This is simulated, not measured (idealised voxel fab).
Process module name: voxel self aligned vias
We display cut, a cross-section 270 nm in width whose square cells are each 5 nm.
Notation: cross-section as square-cell grid; stated in bands, top first, going down; one or more cell rows per band. The band entry comprises the height of the band's top followed by the height of its bottom, expressed in nm, and subsequently the band's materials from left to right, each stated together with its width in nm. Where a single material is marked with the word "full width", that material fills the band from edge to edge. The word "air" represents empty space. Height 0 is the level under which the wafer as received is all one material. The lowest band goes on downwards, as in "z 0 and below". Quick explanation for "30..40": the width changes in equal steps down the rows of cells, from the first number in the band's top row to the second number in its bottom row. "everything unchanged" for a step: no cell of the cross-section changed in that step. "Closed void roster" - sealed voids, min. 8 cells, no opening to top; format: width x height at distance (distance from left edge; nm throughout). What comes after the settings on a step's line is commentary from the simulator itself on that step. overlay nm: where the mask lay relative to plan, measured to the right, on steps with a mask; negatives go left.
### Here's what the planned process steps look like
1. op RECEIVE | material Si
2. op CONFORMAL_DEP | material SiO2 | thk nm 15
3. op CONFORMAL_DEP | material SiCN | thk nm 5
4. op DIRECTIONAL_DEP | material SiO2 | thk nm 30
5. op PATTERN | tone open | mask id LINES | material resist | width nm 25 | pitch nm 50 | thk nm 15 | overlay nm 0
6. op DIRECTIONAL_ETCH | etch materials SiO2 | depth nm 30
7. op STRIP | etch materials resist
8. op CONFORMAL_DEP | material TiN | thk nm 5
9. op FILL_DEP | material Ru | thk nm 10
10. op CMP | height nm 50
11. op SELECTIVE_ETCH | etch materials W Ru TiN | depth nm 5
12. op FILL_DEP | material SiN | thk nm 5
13. op CMP | height nm 50
14. op DIRECTIONAL_DEP | material SiO2 | thk nm 20
15. op MASKED_ETCH | tone open | mask id VIAS | width nm 35 | pitch nm 100 | etch materials SiO2 | depth nm 20 | overlay nm 0
16. op MASKED_ETCH | tone open | mask id VIAS | width nm 35 | pitch nm 100 | etch materials SiN | depth nm 5 | overlay nm 0
17. op CONFORMAL_DEP | material TiN | thk nm 5
18. op FILL_DEP | material Cu | thk nm 5
19. op CMP | height nm 70
20. op CONFORMAL_DEP | material SiN | thk nm 5
### As received (post step 1): cross-section
    z 0 and below: Si full width
    Closed void roster: none
### Post-module cross-section: identical start and plan to those above, one misstep in execution
    z 75 to 70: SiN full width
    z 70 to 65: 70 of TiN  25 of Cu  75 of TiN  25 of Cu  75 of TiN
    z 65 to 50: 65 of SiO2  5 of TiN  25 of Cu  5 of TiN  65 of SiO2  5 of TiN  25 of Cu  5 of TiN  70 of SiO2
    z 50 to 45: 65 of SiO2  35 of TiN  65 of SiO2  35 of TiN  70 of SiO2
    z 45 to 25: 70 of SiO2  5 of TiN  15 of Ru  5 of TiN  25 of SiO2  5 of TiN  15 of Ru  5 of TiN  25 of SiO2  5 of TiN  15 of Ru  5 of TiN  75 of SiO2
    z 25 to 20: 70 of SiO2  25 of TiN  25 of SiO2  25 of TiN  25 of SiO2  25 of TiN  75 of SiO2
    z 20 to 15: SiCN full width
    z 15 to 0: SiO2 full width
    z 0 and below: Si full width
    Closed void roster: none
Plan not followed: step 13 was run on a setting that differed from the plan, and what really ran there is op CMP | height nm 45
